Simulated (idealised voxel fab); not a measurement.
The process module that follows is named voxel plated lines.
The width of the displayed cross-section, cut, is 295 nm; its cells are square, with a size of 5 nm.
A cross-section is written here as square cells arranged in a grid, and it is given in bands from the top down, each band taking up one or more rows of cells. In this notation a band is specified by the heights of its top and bottom, in that order and in nm, after which its materials appear from left to right, each paired with its width in nm. The word "all across" attached to a single material means that material fills the band from edge to edge; the word "air" stands for empty space. Where do heights start? At 0: under that level the wafer as delivered is made of one material only. And the lowest band has no floor; it just carries on downward, as in "z 0 and below". Per-row width for "30 to 40": begins at first number (top row of band), ends at second number (bottom row), increment between rows held constant. For the purposes of this document, the phrase "nothing different" attached to a step denotes that no cell within the cross-section was modified by that step. What "Fully sealed voids" gives you is every empty space of 8 cells or more that is cut off from the top. Each appears as width x height at distance, with the distance taken from the left edge and width, height and distance all in nm. Post-settings text on a step line: simulator's own remark regarding the step. overlay nm: for a step with a mask, the amount by which the mask lay right of where it was planned; a negative amount means left of it.
**Planned step list for the process**
1,RECEIVE: material Si
2,CONFORMAL_DEP: material Al2O3, thk nm 10
3,DIRECTIONAL_DEP: material TiN, thk nm 5
4,PATTERN: tone open, mask id LINES, material resist, width nm 30, pitch nm 60, thk nm 20, overlay nm 0
5,EPI: material Ru, thk nm 10
6,STRIP: etch materials resist
7,DIRECTIONAL_ETCH: etch materials TiN, depth nm 5
8,CONFORMAL_DEP: material SiN, thk nm 10
**Wafer cross-section on receipt, i.e. after step 1**
- z 0 and below  Si all across
- Fully sealed voids: none
**Cross-section: first of two wafers, module finished, run according to plan**
- z 35 to 25  60 nm air; 50 nm SiN; 10 nm air; 50 nm SiN; 10 nm air; 50 nm SiN; 65 nm air
- z 25 to 20  60 nm air; 10 nm SiN; 30 nm Ru; 10 nm SiN; 10 nm air; 10 nm SiN; 30 nm Ru; 10 nm SiN; 10 nm air; 10 nm SiN; 30 nm Ru; 10 nm SiN; 65 nm air
- z 20 to 15  70 nm SiN; 30 nm Ru; 30 nm SiN; 30 nm Ru; 30 nm SiN; 30 nm Ru; 75 nm SiN
- z 15 to 10  70 nm SiN; 30 nm TiN; 30 nm SiN; 30 nm TiN; 30 nm SiN; 30 nm TiN; 75 nm SiN
- z 10 to 0  Al2O3 all across
- z 0 and below  Si all across
- Fully sealed voids: none
**second wafer at the end: like start, like plan, one mistake**
- z 45 to 35  60 nm air; 50 nm SiN; 10 nm air; 50 nm SiN; 10 nm air; 50 nm SiN; 65 nm air
- z 35 to 20  60 nm air; 10 nm SiN; 30 nm Ru; 10 nm SiN; 10 nm air; 10 nm SiN; 30 nm Ru; 10 nm SiN; 10 nm air; 10 nm SiN; 30 nm Ru; 10 nm SiN; 65 nm air
- z 20 to 15  70 nm SiN; 30 nm Ru; 30 nm SiN; 30 nm Ru; 30 nm SiN; 30 nm Ru; 75 nm SiN
- z 15 to 10  70 nm SiN; 30 nm TiN; 30 nm SiN; 30 nm TiN; 30 nm SiN; 30 nm TiN; 75 nm SiN
- z 10 to 0  Al2O3 all across
- z 0 and below  Si all across
- Fully sealed voids: none
Processing error: step 5 from the plan got run twice
At the finish, the second wafer shows more or fewer cells for some materials than the first does: Ru +36 | SiN +24
